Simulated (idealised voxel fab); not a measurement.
The following process module bears the name voxel air gaps.
The cross-section on display is named cut; it measures 250 nm wide, and its cells are 5 nm squares.
If you're reading a cross-section in this doc, picture square cells in a grid; it comes to you as bands, top ones listed first down to the bottom, and a band can be one or more rows of cells.
This entry defines a band. It first specifies the height of the band's top and the height of its bottom in nm, and then specifies the band's materials from left to right, stating each material with its width in nm. The word "full width" identifies a single material that fills the band from edge to edge, while the word "air" identifies empty space.
The level at which height equals 0 is the one under which the wafer, as it arrives, is entirely one material. No lower edge exists for the bottom band, which continues downward and is notated as in "z 0 and below".
Think of "30..40" as a width that walks from the first number to the second as you go down the band, top row to bottom row, taking equal-sized steps from row to row.
"stayed the same" means the step left every cell of the cross-section as it was.
So "Enclosed empty spaces" is basically the list of trapped voids: any empty space of 8 cells or more that can't reach the top through an opening. They're written width x height at distance, the distance being from the left edge, and it's all nm.
It should be noted that, on the line of a given step, the content following the step's settings is a remark produced by the simulator itself with respect to that step.
For masked steps, "overlay nm" on the step line gives how far right of plan the mask actually lay; a minus sign means it lay to the left.
# Planned step list for the process
| 1 | RECEIVE (material Si) |
| 2 | CONFORMAL_DEP (material SiO2; thk nm 15) |
| 3 | CONFORMAL_DEP (material SiCN; thk nm 5) |
| 4 | DIRECTIONAL_DEP (material SiO2; thk nm 30) |
| 5 | MASKED_ETCH (tone open; mask id LINES; width nm 20; pitch nm 50; etch materials SiO2; depth nm 30; overlay nm 0) |
| 6 | CONFORMAL_DEP (material TiN; thk nm 5) |
| 7 | FILL_DEP (material W; thk nm 10) |
| 8 | CMP (height nm 50) |
| 9 | EPI (material Ru; thk nm 10) |
| 10 | SELECTIVE_ETCH (etch materials SiO2; depth nm 40) |
| 11 | CONFORMAL_DEP (material SiCN; thk nm 5) |
# Of two wafers, the first: run according to plan
# Wafer as received: cross-section following step 1
- z 0 and below  Si full width
- Enclosed empty spaces: none
# After step 2: wafer cross-section
- z 15 to 0  SiO2 full width
- All layers under 0 are left as they were.
# After step 3: wafer cross-section
- z 20 to 15  SiCN full width
- All layers under 15 are left as they were.
# After step 4: wafer cross-section
- z 50 to 20  SiO2 full width
- All layers under 20 are left as they were.
# After step 5: wafer cross-section
- z 50 to 20  SiO2=40 / air=20 / SiO2=30 / air=20 / SiO2=30 / air=20 / SiO2=30 / air=20 / SiO2=40
- All layers under 20 are left as they were.
# After step 6: wafer cross-section
- z 55 to 50  TiN=45 / air=10 / TiN=40 / air=10 / TiN=40 / air=10 / TiN=40 / air=10 / TiN=45
- z 50 to 25  SiO2=40 / TiN=5 / air=10 / TiN=5 / SiO2=30 / TiN=5 / air=10 / TiN=5 / SiO2=30 / TiN=5 / air=10 / TiN=5 / SiO2=30 / TiN=5 / air=10 / TiN=5 / SiO2=40
- z 25 to 20  SiO2=40 / TiN=20 / SiO2=30 / TiN=20 / SiO2=30 / TiN=20 / SiO2=30 / TiN=20 / SiO2=40
- All layers under 20 are left as they were.
# After step 7: wafer cross-section
- z 65 to 55  W full width
- z 55 to 50  TiN=45 / W=10 / TiN=40 / W=10 / TiN=40 / W=10 / TiN=40 / W=10 / TiN=45
- z 50 to 25  SiO2=40 / TiN=5 / W=10 / TiN=5 / SiO2=30 / TiN=5 / W=10 / TiN=5 / SiO2=30 / TiN=5 / W=10 / TiN=5 / SiO2=30 / TiN=5 / W=10 / TiN=5 / SiO2=40
- All layers under 25 are left as they were.
# After step 8: wafer cross-section
- z 50 to 25  SiO2=40 / TiN=5 / W=10 / TiN=5 / SiO2=30 / TiN=5 / W=10 / TiN=5 / SiO2=30 / TiN=5 / W=10 / TiN=5 / SiO2=30 / TiN=5 / W=10 / TiN=5 / SiO2=40
- All layers under 25 are left as they were.
# After step 9: wafer cross-section
- z 60 to 50  air=30 / Ru=40 / air=10 / Ru=40 / air=10 / Ru=40 / air=10 / Ru=40 / air=30
- All layers under 50 are left as they were.
# After step 10: wafer cross-section
- z 60 to 50  air=30 / Ru=40 / air=10 / Ru=40 / air=10 / Ru=40 / air=10 / Ru=40 / air=30
- z 50 to 25  air=40 / TiN=5 / W=10 / TiN=5 / air=30 / TiN=5 / W=10 / TiN=5 / air=30 / TiN=5 / W=10 / TiN=5 / air=30 / TiN=5 / W=10 / TiN=5 / air=40
- z 25 to 20  air=40 / TiN=20 / air=30 / TiN=20 / air=30 / TiN=20 / air=30 / TiN=20 / air=40
- All layers under 20 are left as they were.
# After step 11: wafer cross-section
- z 65 to 60  air=25 / SiCN=200 / air=25
- z 60 to 50  air=25 / SiCN=5 / Ru=40 / SiCN=10 / Ru=40 / SiCN=10 / Ru=40 / SiCN=10 / Ru=40 / SiCN=5 / air=25
- z 50 to 45  air=25 / SiCN=15 / TiN=5 / W=10 / TiN=5 / SiCN=30 / TiN=5 / W=10 / TiN=5 / SiCN=30 / TiN=5 / W=10 / TiN=5 / SiCN=30 / TiN=5 / W=10 / TiN=5 / SiCN=15 / air=25
- z 45 to 25  air=35 / SiCN=5 / TiN=5 / W=10 / TiN=5 / SiCN=5 / air=20 / SiCN=5 / TiN=5 / W=10 / TiN=5 / SiCN=5 / air=20 / SiCN=5 / TiN=5 / W=10 / TiN=5 / SiCN=5 / air=20 / SiCN=5 / TiN=5 / W=10 / TiN=5 / SiCN=5 / air=35
- z 25 to 20  SiCN=40 / TiN=20 / SiCN=30 / TiN=20 / SiCN=30 / TiN=20 / SiCN=30 / TiN=20 / SiCN=40
- All layers under 20 are left as they were.
- Enclosed empty spaces: 20 x 20 at 65; 20 x 20 at 115; 20 x 20 at 165
# Second wafer - shared start and plan with the first - one error in running - same as the first up to step 7 inclusive
# What the second wafer looks like in cross-section when step 8 should have wrapped up
- z 45 to 25  SiO2=40 / TiN=5 / W=10 / TiN=5 / SiO2=30 / TiN=5 / W=10 / TiN=5 / SiO2=30 / TiN=5 / W=10 / TiN=5 / SiO2=30 / TiN=5 / W=10 / TiN=5 / SiO2=40
- All layers under 25 are left as they were.
# What the second wafer looks like in cross-section when step 9 should have wrapped up
- z 55 to 45  air=30 / Ru=40 / air=10 / Ru=40 / air=10 / Ru=40 / air=10 / Ru=40 / air=30
- All layers under 45 are left as they were.
# What the second wafer looks like in cross-section when step 10 should have wrapped up
- z 55 to 45  air=30 / Ru=40 / air=10 / Ru=40 / air=10 / Ru=40 / air=10 / Ru=40 / air=30
- z 45 to 25  air=40 / TiN=5 / W=10 / TiN=5 / air=30 / TiN=5 / W=10 / TiN=5 / air=30 / TiN=5 / W=10 / TiN=5 / air=30 / TiN=5 / W=10 / TiN=5 / air=40
- z 25 to 20  air=40 / TiN=20 / air=30 / TiN=20 / air=30 / TiN=20 / air=30 / TiN=20 / air=40
- All layers under 20 are left as they were.
# What the second wafer looks like in cross-section when step 11 should have wrapped up
- z 60 to 55  air=25 / SiCN=200 / air=25
- z 55 to 45  air=25 / SiCN=5 / Ru=40 / SiCN=10 / Ru=40 / SiCN=10 / Ru=40 / SiCN=10 / Ru=40 / SiCN=5 / air=25
- z 45 to 40  air=25 / SiCN=15 / TiN=5 / W=10 / TiN=5 / SiCN=30 / TiN=5 / W=10 / TiN=5 / SiCN=30 / TiN=5 / W=10 / TiN=5 / SiCN=30 / TiN=5 / W=10 / TiN=5 / SiCN=15 / air=25
- z 40 to 25  air=35 / SiCN=5 / TiN=5 / W=10 / TiN=5 / SiCN=5 / air=20 / SiCN=5 / TiN=5 / W=10 / TiN=5 / SiCN=5 / air=20 / SiCN=5 / TiN=5 / W=10 / TiN=5 / SiCN=5 / air=20 / SiCN=5 / TiN=5 / W=10 / TiN=5 / SiCN=5 / air=35
- z 25 to 20  SiCN=40 / TiN=20 / SiCN=30 / TiN=20 / SiCN=30 / TiN=20 / SiCN=30 / TiN=20 / SiCN=40
- All layers under 20 are left as they were.
- Enclosed empty spaces: 20 x 15 at 65; 20 x 15 at 115; 20 x 15 at 165
Want to know what went wrong? note that step 8 departed from the planned setting and was carried out as CMP (height nm 45)
Final difference in cells, second wafer against first, listed per material as more or fewer: SiCN -8, TiN -8, W -8
